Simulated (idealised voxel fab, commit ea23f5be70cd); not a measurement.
process module | voxel self aligned contacts
cross-section cut | 270 nm wide | cells 5 nm
A cross-section is a grid of square cells, given in bands from the top down. A band is one or more rows of cells.
Each band's line starts with the height of the band's top and of its bottom, in nm. Then come its materials from left to right, each with its width in nm. One material with "throughout" fills the band from edge to edge. "air" is empty space.
Height 0 is the level under which the wafer as received is all one material. The lowest band goes on downwards, as in "0 down".
A width such as "30 to 40" changes by the same amount from each row of cells to the next, from the band's top row to its bottom row.
"no change" after a step means that no cell of the cross-section changed.
closed voids: empty space of 8 cells or more with no open way to the top, each as width x height at its distance from the left edge, in nm
after a step's settings: what the simulator itself notes on the step
overlay nm, on a step with a mask: how far to the right of its planned place the mask lay; to the left if negative
plan
1 op RECEIVE | material Si
2 op OXIDIZE | depth nm 5
3 op DIRECTIONAL_DEP | material polySi | thk nm 30
4 op DIRECTIONAL_DEP | material SiN | thk nm 15
5 op MASKED_ETCH | tone cover | mask id GATE | width nm 25 | pitch nm 55 | etch materials SiN | depth nm 15 | overlay nm 0
6 op MASKED_ETCH | tone cover | mask id GATE | width nm 25 | pitch nm 55 | etch materials polySi | depth nm 30 | overlay nm 0
7 op CONFORMAL_DEP | material SiN | thk nm 5
8 op DIRECTIONAL_ETCH | etch materials SiN | depth nm 5
9 op FILL_DEP | material SiO2 | thk nm 10
10 op CMP | height nm 50
11 op MASKED_ETCH | tone open | mask id CONTACT | width nm 40 | pitch nm 55 | etch materials SiO2 | depth nm 55 | overlay nm 0
12 op CONFORMAL_DEP | material TiN | thk nm 5
13 op FILL_DEP | material Ru | thk nm 10
14 op CMP | height nm 50
15 op CONFORMAL_DEP | material SiCN | thk nm 5
as received, after step 1
  0 down: Si throughout
  closed voids: none
a wafer at the end: this start, this plan, one mistake
  55 to 50: SiCN throughout
  50 to 45: SiO2 95 | TiN 5 | Ru 10 | TiN 25 | SiO2 15 | TiN 5 | Ru 10 | TiN 25 | SiO2 80
  45 to 30: SiO2 60 | SiN 35 | TiN 5 | Ru 10 | TiN 5 | SiN 35 | TiN 5 | Ru 10 | TiN 5 | SiN 35 | SiO2 65
  30 to 0: SiO2 60 | SiN 5 | polySi 25 | SiN 5 | TiN 5 | Ru 10 | TiN 5 | SiN 5 | polySi 25 | SiN 5 | TiN 5 | Ru 10 | TiN 5 | SiN 5 | polySi 25 | SiN 5 | SiO2 65
  0 to -5: SiO2 95 | TiN 20 | SiO2 35 | TiN 20 | SiO2 100
  -5 down: Si throughout
  closed voids: none
what went wrong: step 11 ran as: op MASKED_ETCH | tone open | mask id CONTACT | width nm 40 | pitch nm 55 | etch materials SiO2 | depth nm 55 | overlay nm 10
